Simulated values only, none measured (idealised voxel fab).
process module | voxel self aligned vias
cross-section cut | 290 nm wide | cells 5 nm
A cross-section is a grid of square cells, given in bands from the top down. A band is one or more rows of cells.
Each band's line starts with the height of the band's top and of its bottom, in nm. Then come its materials from left to right, each with its width in nm. One material with "throughout" fills the band from edge to edge. "air" is empty space.
Height 0 is the level under which the wafer as received is all one material. The lowest band goes on downwards, as in "0 down".
A width such as "30 to 40" changes by the same amount from each row of cells to the next, from the band's top row to its bottom row.
"no change" after a step means that no cell of the cross-section changed.
closed voids: empty space of 8 cells or more with no open way to the top, each as width x height at its distance from the left edge, in nm
after a step's settings: what the simulator itself notes on the step
overlay nm, on a step with a mask: how far to the right of its planned place the mask lay; to the left if negative
plan
1 op RECEIVE | material Si
2 op CONFORMAL_DEP | material SiO2 | thk nm 15
3 op CONFORMAL_DEP | material SiCN | thk nm 5
4 op DIRECTIONAL_DEP | material SiO2 | thk nm 30
5 op PATTERN | tone open | mask id LINES | material resist | width nm 30 | pitch nm 60 | thk nm 20 | overlay nm 0
6 op DIRECTIONAL_ETCH | etch materials SiO2 | depth nm 30
7 op STRIP | etch materials resist
8 op CONFORMAL_DEP | material TiN | thk nm 5
9 op FILL_DEP | material Ru | thk nm 5
10 op CMP | height nm 50
11 op SELECTIVE_ETCH | etch materials W Ru TiN | depth nm 10
12 op FILL_DEP | material SiN | thk nm 10
13 op CMP | height nm 50
14 op DIRECTIONAL_DEP | material SiO2 | thk nm 20
15 op PATTERN | tone open | mask id VIAS | material resist | width nm 40 | pitch nm 60 | thk nm 20 | overlay nm 0
16 op DIRECTIONAL_ETCH | etch materials SiO2 | depth nm 20
17 op DIRECTIONAL_ETCH | etch materials SiN | depth nm 10
18 op STRIP | etch materials resist
19 op CONFORMAL_DEP | material TiN | thk nm 5
20 op FILL_DEP | material Ru | thk nm 5
21 op CMP | height nm 70
22 op CONFORMAL_DEP | material SiN | thk nm 5
as received, after step 1
  0 down: Si throughout
  closed voids: none
a wafer at the end: this start, this plan, one mistake
  75 to 70: SiN throughout
  70 to 50: SiO2 95 | TiN 5 | Ru 30 | TiN 5 | SiO2 20 | TiN 5 | Ru 30 | TiN 5 | SiO2 95
  50 to 45: SiN 95 | TiN 5 | Ru 30 | TiN 5 | SiN 20 | TiN 5 | Ru 30 | TiN 5 | SiN 95
  45 to 40: SiN 95 | TiN 40 | SiN 20 | TiN 40 | SiN 95
  40 to 25: SiO2 100 | TiN 5 | Ru 20 | TiN 5 | SiO2 30 | TiN 5 | Ru 20 | TiN 5 | SiO2 100
  25 to 20: SiO2 100 | TiN 30 | SiO2 30 | TiN 30 | SiO2 100
  20 to 15: SiCN throughout
  15 to 0: SiO2 throughout
  0 down: Si throughout
  closed voids: none
what went wrong: step 4 ran as: op DIRECTIONAL_DEP | material SiO2 | thk nm 20
